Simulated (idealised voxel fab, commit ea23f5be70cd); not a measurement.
Presented below is a process module, voxel self aligned contacts.
Cross-sectional view cut (width: 250 nm; square cell size: 5 nm).
This document writes a cross-section as a grid whose cells are square, and gives it as bands, listed from the top down; one or more rows of cells form a band. Top, bottom (nm), then materials left to right with widths (nm); lone material tagged "throughout" fills the whole band edge to edge; "empty" = empty space. Height datum 0, below which the as-received substrate wafer is one material. Lowest band open at the bottom, running downward: "z 0 and below". So if you see something like "30->40" for the width, read it as the top row of the band sitting at the first number and the bottom row at the second, with every row in between moving by the same amount as the last. Where a step carries "identical to before", the cross-section came out of it unchanged, cell for cell. "Voids lacking openings" enumerates empty spaces isolated from the top, with no open way to it, that contain at least 8 cells, giving each as width x height at distance from the left edge, all three in nm. Note: text after step settings on the step line = simulator remark on that step. overlay nm: step with mask; distance mask lay right of planned place; negative value = left of planned place.

Planned step list for the process:
1. op RECEIVE | material Si
2. op OXIDIZE | depth nm 5
3. op DIRECTIONAL_DEP | material polySi | thk nm 30
4. op DIRECTIONAL_DEP | material SiN | thk nm 15
5. op DIRECTIONAL_DEP | material aC | thk nm 10
6. op PATTERN | tone cover | mask id GATE | material resist | width nm 30 | pitch nm 55 | thk nm 25 | overlay nm 0
7. op DIRECTIONAL_ETCH | etch materials aC | depth nm 10
8. op STRIP | etch materials resist
9. op DIRECTIONAL_ETCH | etch materials SiN | depth nm 15
10. op DIRECTIONAL_ETCH | etch materials polySi | depth nm 30
11. op STRIP | etch materials aC
12. op CONFORMAL_DEP | material SiN | thk nm 5
13. op DIRECTIONAL_ETCH | etch materials SiN | depth nm 5
14. op FILL_DEP | material SiO2 | thk nm 15
15. op CMP | height nm 55
16. op DIRECTIONAL_DEP | material aC | thk nm 10
17. op PATTERN | tone open | mask id CONTACT | material resist | width nm 35 | pitch nm 55 | thk nm 25 | overlay nm 0
18. op DIRECTIONAL_ETCH | etch materials aC | depth nm 10
19. op STRIP | etch materials resist
20. op DIRECTIONAL_ETCH | etch materials SiO2 | depth nm 60
21. op STRIP | etch materials aC
22. op CONFORMAL_DEP | material TiN | thk nm 5
23. op FILL_DEP | material W | thk nm 10
24. op CMP | height nm 55
25. op CONFORMAL_DEP | material SiCN | thk nm 5

First of the two wafers, run per plan:

Cross-section of the wafer at receipt, which is the condition after step 1:
	z 0 and below: Si throughout
	Voids lacking openings: none

You're looking at a cross-section of the wafer after step 2:
	z 0 to -5: SiO2 throughout
	Under the height -5 nothing was changed.

You're looking at a cross-section of the wafer after step 3:
	z 30 to 0: polySi throughout
	Under the height 0 nothing was changed.

You're looking at a cross-section of the wafer after step 4:
	z 45 to 30: SiN throughout
	Under the height 30 nothing was changed.

You're looking at a cross-section of the wafer after step 5:
	z 55 to 45: aC throughout
	Under the height 45 nothing was changed.

You're looking at a cross-section of the wafer after step 6:
	z 80 to 55: empty 55 nm | resist 30 nm | empty 25 nm | resist 30 nm | empty 25 nm | resist 30 nm | empty 55 nm
	Under the height 55 nothing was changed.

You're looking at a cross-section of the wafer after step 7:
	z 70 to 55: empty 55 nm | resist 30 nm | empty 25 nm | resist 30 nm | empty 25 nm | resist 30 nm | empty 55 nm
	z 55 to 45: empty 55 nm | aC 30 nm | empty 25 nm | aC 30 nm | empty 25 nm | aC 30 nm | empty 55 nm
	Under the height 45 nothing was changed.

You're looking at a cross-section of the wafer after step 8:
	z 55 to 45: empty 55 nm | aC 30 nm | empty 25 nm | aC 30 nm | empty 25 nm | aC 30 nm | empty 55 nm
	Under the height 45 nothing was changed.

You're looking at a cross-section of the wafer after step 9:
	z 55 to 45: empty 55 nm | aC 30 nm | empty 25 nm | aC 30 nm | empty 25 nm | aC 30 nm | empty 55 nm
	z 45 to 30: empty 55 nm | SiN 30 nm | empty 25 nm | SiN 30 nm | empty 25 nm | SiN 30 nm | empty 55 nm
	Under the height 30 nothing was changed.

You're looking at a cross-section of the wafer after step 10:
	z 55 to 45: empty 55 nm | aC 30 nm | empty 25 nm | aC 30 nm | empty 25 nm | aC 30 nm | empty 55 nm
	z 45 to 30: empty 55 nm | SiN 30 nm | empty 25 nm | SiN 30 nm | empty 25 nm | SiN 30 nm | empty 55 nm
	z 30 to 0: empty 55 nm | polySi 30 nm | empty 25 nm | polySi 30 nm | empty 25 nm | polySi 30 nm | empty 55 nm
	Under the height 0 nothing was changed.

You're looking at a cross-section of the wafer after step 11:
	z 45 to 30: empty 55 nm | SiN 30 nm | empty 25 nm | SiN 30 nm | empty 25 nm | SiN 30 nm | empty 55 nm
	Under the height 30 nothing was changed.

You're looking at a cross-section of the wafer after step 12:
	z 50 to 30: empty 50 nm | SiN 40 nm | empty 15 nm | SiN 40 nm | empty 15 nm | SiN 40 nm | empty 50 nm
	z 30 to 5: empty 50 nm | SiN 5 nm | polySi 30 nm | SiN 5 nm | empty 15 nm | SiN 5 nm | polySi 30 nm | SiN 5 nm | empty 15 nm | SiN 5 nm | polySi 30 nm | SiN 5 nm | empty 50 nm
	z 5 to 0: SiN 55 nm | polySi 30 nm | SiN 25 nm | polySi 30 nm | SiN 25 nm | polySi 30 nm | SiN 55 nm
	Under the height 0 nothing was changed.

You're looking at a cross-section of the wafer after step 13:
	z 45 to 30: empty 50 nm | SiN 40 nm | empty 15 nm | SiN 40 nm | empty 15 nm | SiN 40 nm | empty 50 nm
	z 30 to 0: empty 50 nm | SiN 5 nm | polySi 30 nm | SiN 5 nm | empty 15 nm | SiN 5 nm | polySi 30 nm | SiN 5 nm | empty 15 nm | SiN 5 nm | polySi 30 nm | SiN 5 nm | empty 50 nm
	Under the height 0 nothing was changed.

You're looking at a cross-section of the wafer after step 14:
	z 60 to 45: SiO2 throughout
	z 45 to 30: SiO2 50 nm | SiN 40 nm | SiO2 15 nm | SiN 40 nm | SiO2 15 nm | SiN 40 nm | SiO2 50 nm
	z 30 to 0: SiO2 50 nm | SiN 5 nm | polySi 30 nm | SiN 5 nm | SiO2 15 nm | SiN 5 nm | polySi 30 nm | SiN 5 nm | SiO2 15 nm | SiN 5 nm | polySi 30 nm | SiN 5 nm | SiO2 50 nm
	Under the height 0 nothing was changed.

You're looking at a cross-section of the wafer after step 15:
	z 55 to 45: SiO2 throughout
	Under the height 45 nothing was changed.

You're looking at a cross-section of the wafer after step 16:
	z 65 to 55: aC throughout
	Under the height 55 nothing was changed.

You're looking at a cross-section of the wafer after step 17:
	z 90 to 65: resist 80 nm | empty 35 nm | resist 20 nm | empty 35 nm | resist 80 nm
	Under the height 65 nothing was changed.

You're looking at a cross-section of the wafer after step 18:
	z 80 to 65: resist 80 nm | empty 35 nm | resist 20 nm | empty 35 nm | resist 80 nm
	z 65 to 55: aC 80 nm | empty 35 nm | aC 20 nm | empty 35 nm | aC 80 nm
	Under the height 55 nothing was changed.

You're looking at a cross-section of the wafer after step 19:
	z 65 to 55: aC 80 nm | empty 35 nm | aC 20 nm | empty 35 nm | aC 80 nm
	Under the height 55 nothing was changed.

You're looking at a cross-section of the wafer after step 20:
	z 65 to 55: aC 80 nm | empty 35 nm | aC 20 nm | empty 35 nm | aC 80 nm
	z 55 to 45: SiO2 80 nm | empty 35 nm | SiO2 20 nm | empty 35 nm | SiO2 80 nm
	z 45 to 30: SiO2 50 nm | SiN 40 nm | empty 15 nm | SiN 40 nm | empty 15 nm | SiN 40 nm | SiO2 50 nm
	z 30 to 0: SiO2 50 nm | SiN 5 nm | polySi 30 nm | SiN 5 nm | empty 15 nm | SiN 5 nm | polySi 30 nm | SiN 5 nm | empty 15 nm | SiN 5 nm | polySi 30 nm | SiN 5 nm | SiO2 50 nm
	z 0 to -5: SiO2 90 nm | empty 15 nm | SiO2 40 nm | empty 15 nm | SiO2 90 nm
	Under the height -5 nothing was changed.

You're looking at a cross-section of the wafer after step 21:
	z 55 to 45: SiO2 80 nm | empty 35 nm | SiO2 20 nm | empty 35 nm | SiO2 80 nm
	Under the height 45 nothing was changed.

You're looking at a cross-section of the wafer after step 22:
	z 60 to 55: TiN 85 nm | empty 25 nm | TiN 30 nm | empty 25 nm | TiN 85 nm
	z 55 to 45: SiO2 80 nm | TiN 5->15 nm | empty 25->5 nm | TiN 5->15 nm | SiO2 20 nm | TiN 5->15 nm | empty 25->5 nm | TiN 5->15 nm | SiO2 80 nm
	z 45 to 30: SiO2 50 nm | SiN 40 nm | TiN 5 nm | empty 5 nm | TiN 5 nm | SiN 40 nm | TiN 5 nm | empty 5 nm | TiN 5 nm | SiN 40 nm | SiO2 50 nm
	z 30 to 0: SiO2 50 nm | SiN 5 nm | polySi 30 nm | SiN 5 nm | TiN 5 nm | empty 5 nm | TiN 5 nm | SiN 5 nm | polySi 30 nm | SiN 5 nm | TiN 5 nm | empty 5 nm | TiN 5 nm | SiN 5 nm | polySi 30 nm | SiN 5 nm | SiO2 50 nm
	z 0 to -5: SiO2 90 nm | TiN 15 nm | SiO2 40 nm | TiN 15 nm | SiO2 90 nm
	Under the height -5 nothing was changed.

You're looking at a cross-section of the wafer after step 23:
	z 70 to 60: W throughout
	z 60 to 55: TiN 85 nm | W 25 nm | TiN 30 nm | W 25 nm | TiN 85 nm
	z 55 to 45: SiO2 80 nm | TiN 5->15 nm | W 25->5 nm | TiN 5->15 nm | SiO2 20 nm | TiN 5->15 nm | W 25->5 nm | TiN 5->15 nm | SiO2 80 nm
	z 45 to 30: SiO2 50 nm | SiN 40 nm | TiN 5 nm | W 5 nm | TiN 5 nm | SiN 40 nm | TiN 5 nm | W 5 nm | TiN 5 nm | SiN 40 nm | SiO2 50 nm
	z 30 to 0: SiO2 50 nm | SiN 5 nm | polySi 30 nm | SiN 5 nm | TiN 5 nm | W 5 nm | TiN 5 nm | SiN 5 nm | polySi 30 nm | SiN 5 nm | TiN 5 nm | W 5 nm | TiN 5 nm | SiN 5 nm | polySi 30 nm | SiN 5 nm | SiO2 50 nm
	Under the height 0 nothing was changed.

You're looking at a cross-section of the wafer after step 24:
	z 55 to 45: SiO2 80 nm | TiN 5->15 nm | W 25->5 nm | TiN 5->15 nm | SiO2 20 nm | TiN 5->15 nm | W 25->5 nm | TiN 5->15 nm | SiO2 80 nm
	Under the height 45 nothing was changed.

You're looking at a cross-section of the wafer after step 25:
	z 60 to 55: SiCN throughout
	Under the height 55 nothing was changed.

What follows concerns the second wafer, which started out like the first and was meant to follow the very same plan; one mistake crept in when it was run, but everything up to and including step 5 is the same as for the first wafer:

Cross-section of the second wafer at the time step 6 of the plan should have ended:
	z 80 to 55: empty 60 nm | resist 20 nm | empty 35 nm | resist 20 nm | empty 35 nm | resist 20 nm | empty 60 nm
	Under the height 55 nothing was changed.

Cross-section of the second wafer at the time step 7 of the plan should have ended:
	z 70 to 55: empty 60 nm | resist 20 nm | empty 35 nm | resist 20 nm | empty 35 nm | resist 20 nm | empty 60 nm
	z 55 to 45: empty 60 nm | aC 20 nm | empty 35 nm | aC 20 nm | empty 35 nm | aC 20 nm | empty 60 nm
	Under the height 45 nothing was changed.

Cross-section of the second wafer at the time step 8 of the plan should have ended:
	z 55 to 45: empty 60 nm | aC 20 nm | empty 35 nm | aC 20 nm | empty 35 nm | aC 20 nm | empty 60 nm
	Under the height 45 nothing was changed.

Cross-section of the second wafer at the time step 9 of the plan should have ended:
	z 55 to 45: empty 60 nm | aC 20 nm | empty 35 nm | aC 20 nm | empty 35 nm | aC 20 nm | empty 60 nm
	z 45 to 30: empty 60 nm | SiN 20 nm | empty 35 nm | SiN 20 nm | empty 35 nm | SiN 20 nm | empty 60 nm
	Under the height 30 nothing was changed.

Cross-section of the second wafer at the time step 10 of the plan should have ended:
	z 55 to 45: empty 60 nm | aC 20 nm | empty 35 nm | aC 20 nm | empty 35 nm | aC 20 nm | empty 60 nm
	z 45 to 30: empty 60 nm | SiN 20 nm | empty 35 nm | SiN 20 nm | empty 35 nm | SiN 20 nm | empty 60 nm
	z 30 to 0: empty 60 nm | polySi 20 nm | empty 35 nm | polySi 20 nm | empty 35 nm | polySi 20 nm | empty 60 nm
	Under the height 0 nothing was changed.

Cross-section of the second wafer at the time step 11 of the plan should have ended:
	z 45 to 30: empty 60 nm | SiN 20 nm | empty 35 nm | SiN 20 nm | empty 35 nm | SiN 20 nm | empty 60 nm
	Under the height 30 nothing was changed.

Cross-section of the second wafer at the time step 12 of the plan should have ended:
	z 50 to 30: empty 55 nm | SiN 30 nm | empty 25 nm | SiN 30 nm | empty 25 nm | SiN 30 nm | empty 55 nm
	z 30 to 5: empty 55 nm | SiN 5 nm | polySi 20 nm | SiN 5 nm | empty 25 nm | SiN 5 nm | polySi 20 nm | SiN 5 nm | empty 25 nm | SiN 5 nm | polySi 20 nm | SiN 5 nm | empty 55 nm
	z 5 to 0: SiN 60 nm | polySi 20 nm | SiN 35 nm | polySi 20 nm | SiN 35 nm | polySi 20 nm | SiN 60 nm
	Under the height 0 nothing was changed.

Cross-section of the second wafer at the time step 13 of the plan should have ended:
	z 45 to 30: empty 55 nm | SiN 30 nm | empty 25 nm | SiN 30 nm | empty 25 nm | SiN 30 nm | empty 55 nm
	z 30 to 0: empty 55 nm | SiN 5 nm | polySi 20 nm | SiN 5 nm | empty 25 nm | SiN 5 nm | polySi 20 nm | SiN 5 nm | empty 25 nm | SiN 5 nm | polySi 20 nm | SiN 5 nm | empty 55 nm
	Under the height 0 nothing was changed.

Cross-section of the second wafer at the time step 14 of the plan should have ended:
	z 60 to 45: SiO2 throughout
	z 45 to 30: SiO2 55 nm | SiN 30 nm | SiO2 25 nm | SiN 30 nm | SiO2 25 nm | SiN 30 nm | SiO2 55 nm
	z 30 to 0: SiO2 55 nm | SiN 5 nm | polySi 20 nm | SiN 5 nm | SiO2 25 nm | SiN 5 nm | polySi 20 nm | SiN 5 nm | SiO2 25 nm | SiN 5 nm | polySi 20 nm | SiN 5 nm | SiO2 55 nm
	Under the height 0 nothing was changed.

Cross-section of the second wafer at the time step 15 of the plan should have ended:
	z 55 to 45: SiO2 throughout
	Under the height 45 nothing was changed.

Cross-section of the second wafer at the time step 16 of the plan should have ended:
	z 65 to 55: aC throughout
	Under the height 55 nothing was changed.

Cross-section of the second wafer at the time step 17 of the plan should have ended:
	z 90 to 65: resist 80 nm | empty 35 nm | resist 20 nm | empty 35 nm | resist 80 nm
	Under the height 65 nothing was changed.

Cross-section of the second wafer at the time step 18 of the plan should have ended:
	z 80 to 65: resist 80 nm | empty 35 nm | resist 20 nm | empty 35 nm | resist 80 nm
	z 65 to 55: aC 80 nm | empty 35 nm | aC 20 nm | empty 35 nm | aC 80 nm
	Under the height 55 nothing was changed.

Cross-section of the second wafer at the time step 19 of the plan should have ended:
	z 65 to 55: aC 80 nm | empty 35 nm | aC 20 nm | empty 35 nm | aC 80 nm
	Under the height 55 nothing was changed.

Cross-section of the second wafer at the time step 20 of the plan should have ended:
	z 65 to 55: aC 80 nm | empty 35 nm | aC 20 nm | empty 35 nm | aC 80 nm
	z 55 to 45: SiO2 80 nm | empty 35 nm | SiO2 20 nm | empty 35 nm | SiO2 80 nm
	z 45 to 30: SiO2 55 nm | SiN 30 nm | empty 25 nm | SiN 30 nm | empty 25 nm | SiN 30 nm | SiO2 55 nm
	z 30 to 0: SiO2 55 nm | SiN 5 nm | polySi 20 nm | SiN 5 nm | empty 25 nm | SiN 5 nm | polySi 20 nm | SiN 5 nm | empty 25 nm | SiN 5 nm | polySi 20 nm | SiN 5 nm | SiO2 55 nm
	z 0 to -5: SiO2 85 nm | empty 25 nm | SiO2 30 nm | empty 25 nm | SiO2 85 nm
	Under the height -5 nothing was changed.

Cross-section of the second wafer at the time step 21 of the plan should have ended:
	z 55 to 45: SiO2 80 nm | empty 35 nm | SiO2 20 nm | empty 35 nm | SiO2 80 nm
	Under the height 45 nothing was changed.

Cross-section of the second wafer at the time step 22 of the plan should have ended:
	z 60 to 55: TiN 85 nm | empty 25 nm | TiN 30 nm | empty 25 nm | TiN 85 nm
	z 55 to 45: SiO2 80 nm | TiN 5->10 nm | empty 25->15 nm | TiN 5->10 nm | SiO2 20 nm | TiN 5->10 nm | empty 25->15 nm | TiN 5->10 nm | SiO2 80 nm
	z 45 to 30: SiO2 55 nm | SiN 30 nm | TiN 5 nm | empty 15 nm | TiN 5 nm | SiN 30 nm | TiN 5 nm | empty 15 nm | TiN 5 nm | SiN 30 nm | SiO2 55 nm
	z 30 to 0: SiO2 55 nm | SiN 5 nm | polySi 20 nm | SiN 5 nm | TiN 5 nm | empty 15 nm | TiN 5 nm | SiN 5 nm | polySi 20 nm | SiN 5 nm | TiN 5 nm | empty 15 nm | TiN 5 nm | SiN 5 nm | polySi 20 nm | SiN 5 nm | SiO2 55 nm
	z 0 to -5: SiO2 85 nm | TiN 25 nm | SiO2 30 nm | TiN 25 nm | SiO2 85 nm
	Under the height -5 nothing was changed.

Cross-section of the second wafer at the time step 23 of the plan should have ended:
	z 70 to 60: W throughout
	z 60 to 55: TiN 85 nm | W 25 nm | TiN 30 nm | W 25 nm | TiN 85 nm
	z 55 to 45: SiO2 80 nm | TiN 5->10 nm | W 25->15 nm | TiN 5->10 nm | SiO2 20 nm | TiN 5->10 nm | W 25->15 nm | TiN 5->10 nm | SiO2 80 nm
	z 45 to 30: SiO2 55 nm | SiN 30 nm | TiN 5 nm | W 15 nm | TiN 5 nm | SiN 30 nm | TiN 5 nm | W 15 nm | TiN 5 nm | SiN 30 nm | SiO2 55 nm
	z 30 to 0: SiO2 55 nm | SiN 5 nm | polySi 20 nm | SiN 5 nm | TiN 5 nm | W 15 nm | TiN 5 nm | SiN 5 nm | polySi 20 nm | SiN 5 nm | TiN 5 nm | W 15 nm | TiN 5 nm | SiN 5 nm | polySi 20 nm | SiN 5 nm | SiO2 55 nm
	Under the height 0 nothing was changed.

Cross-section of the second wafer at the time step 24 of the plan should have ended:
	z 55 to 45: SiO2 80 nm | TiN 5->10 nm | W 25->15 nm | TiN 5->10 nm | SiO2 20 nm | TiN 5->10 nm | W 25->15 nm | TiN 5->10 nm | SiO2 80 nm
	Under the height 45 nothing was changed.

Cross-section of the second wafer at the time step 25 of the plan should have ended:
	z 60 to 55: SiCN throughout
	Under the height 55 nothing was changed.
What was done differently from what was planned? step 6 did not use the planned setting and instead ran as op PATTERN | tone cover | mask id GATE | material resist | width nm 20 | pitch nm 55 | thk nm 25 | overlay nm 0
Count the cells at the end and the second wafer has more or fewer of some materials than the first: SiN: 18 fewer; SiO2: 14 more; W: 40 more; polySi: 36 fewer
